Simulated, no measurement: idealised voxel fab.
The name of this process module is voxel gate over fins.
Pictured: cross-section cut, 280 nm wide, on a grid of 5 nm square cells.
Cross-section spec: square-cell grid; bands listed top down; each band is one or more rows.
Heads up on the band format: heights come first, top then bottom, in nm. After that it's the materials left to right, each with its width in nm. A single material flagged "everywhere" fills the whole band edge to edge, and "empty" means there's empty space there.
Where do heights start? At 0: under that level the wafer as delivered is made of one material only. And the lowest band has no floor; it just carries on downward, as in "0 and below".
The notation "30 to 40" denotes a width that varies across the rows of cells in the band, beginning at the first number in the top row, finishing at the second number in the bottom row, and changing by an identical amount from each row to the next.
Where a step carries "stayed the same", the cross-section came out of it unchanged, cell for cell.
The list in "Enclosed void catalog" covers empty spaces of 8 cells or more that cannot reach the top through any open way, and it gives each as width x height at distance; the distance is from the left edge, and width, height and distance are in nm.
after a step's settings: what the simulator itself notes on the step
If you see "overlay nm" on a step's line and that step has a mask, it's telling you how far right of where it was planned the mask ended up; a negative number means it went left instead.

**plan**
1 RECEIVE with material Si
2 CONFORMAL_DEP with material SiN, thk nm 10
3 MASKED_ETCH with tone cover, mask id FINS, width nm 15, pitch nm 55, etch materials SiN, depth nm 10, overlay nm 0
4 MASKED_ETCH with tone cover, mask id FINS, width nm 15, pitch nm 55, etch materials Si, depth nm 40, overlay nm 0
5 FILL_DEP with material SiO2, thk nm 15
6 CMP with height nm 10
7 DIRECTIONAL_DEP with material aC, thk nm 10
8 PATTERN with tone open, mask id RAIL, material resist, width nm 15, thk nm 25, overlay nm 0
9 DIRECTIONAL_ETCH with etch materials aC, depth nm 10
10 STRIP with etch materials resist
11 DIRECTIONAL_ETCH with etch materials SiO2, depth nm 45
12 STRIP with etch materials aC
13 CONFORMAL_DEP with material TiN, thk nm 5
14 FILL_DEP with material Ru, thk nm 5
15 CMP with height nm 10
16 SELECTIVE_ETCH with etch materials W Ru TiN, depth nm 30
17 FILL_DEP with material SiO2, thk nm 5
18 CMP with height nm 10
19 SELECTIVE_ETCH with etch materials SiO2, depth nm 25
20 STRIP with etch materials SiN
21 CONFORMAL_DEP with material HfO2, thk nm 5
22 CONFORMAL_DEP with material TiN, thk nm 5
23 CONFORMAL_DEP with material TiAl, thk nm 5
24 CONFORMAL_DEP with material TiN, thk nm 5
25 FILL_DEP with material W, thk nm 15
26 CMP with height nm 30
27 CONFORMAL_DEP with material SiN, thk nm 10

**Wafer as received: cross-section following step 1**
0 and below  Si everywhere
Enclosed void catalog: none

**Cross-sectional result after module completion. Note: starting condition and plan are unchanged from above; one processing mistake was made**
40 down to 30  SiN everywhere
30 down to 20  TiAl everywhere
20 down to 15  30 of TiAl  220 of TiN  30 of TiAl
15 down to 10  30 of TiAl  5 of TiN  45 of TiAl  10 of TiN  45 of TiAl  10 of TiN  45 of TiAl  10 of TiN  45 of TiAl  5 of TiN  30 of TiAl
10 down to 5  30 of TiAl  5 of TiN  5 of TiAl  35 of TiN  5 of TiAl  10 of TiN  5 of TiAl  35 of TiN  5 of TiAl  10 of TiN  5 of TiAl  35 of TiN  5 of TiAl  10 of TiN  5 of TiAl  35 of TiN  5 of TiAl  5 of TiN  30 of TiAl
5 down to 0  35 of TiN  5 of TiAl  5 of TiN  25 of HfO2  5 of TiN  5 of TiAl  10 of TiN  5 of TiAl  5 of TiN  25 of HfO2  5 of TiN  5 of TiAl  10 of TiN  5 of TiAl  5 of TiN  25 of HfO2  5 of TiN  5 of TiAl  10 of TiN  5 of TiAl  5 of TiN  25 of HfO2  5 of TiN  5 of TiAl  35 of TiN
0 down to -5  40 of TiAl  5 of TiN  5 of HfO2  15 of Si  5 of HfO2  5 of TiN  20 of TiAl  5 of TiN  5 of HfO2  15 of Si  5 of HfO2  5 of TiN  20 of TiAl  5 of TiN  5 of HfO2  15 of Si  5 of HfO2  5 of TiN  20 of TiAl  5 of TiN  5 of HfO2  15 of Si  5 of HfO2  5 of TiN  40 of TiAl
-5 down to -10  45 of TiN  5 of HfO2  15 of Si  5 of HfO2  30 of TiN  5 of HfO2  15 of Si  5 of HfO2  30 of TiN  5 of HfO2  15 of Si  5 of HfO2  30 of TiN  5 of HfO2  15 of Si  5 of HfO2  45 of TiN
-10 down to -15  50 of HfO2  15 of Si  40 of HfO2  15 of Si  40 of HfO2  15 of Si  40 of HfO2  15 of Si  50 of HfO2
-15 down to -20  50 of SiO2  15 of Si  40 of SiO2  15 of Si  40 of SiO2  15 of Si  40 of SiO2  15 of Si  50 of SiO2
-20 down to -30  50 of SiO2  15 of Si  10 of SiO2  5 of TiN  5 of Ru  5 of TiN  15 of SiO2  15 of Si  40 of SiO2  15 of Si  40 of SiO2  15 of Si  50 of SiO2
-30 down to -35  50 of SiO2  15 of Si  10 of SiO2  15 of TiN  15 of SiO2  15 of Si  40 of SiO2  15 of Si  40 of SiO2  15 of Si  50 of SiO2
-35 down to -40  50 of SiO2  15 of Si  40 of SiO2  15 of Si  40 of SiO2  15 of Si  40 of SiO2  15 of Si  50 of SiO2
-40 and below  Si everywhere
Enclosed void catalog: none
Processing error: step 25 did not happen as planned, as run it was FILL_DEP with material TiAl, thk nm 15
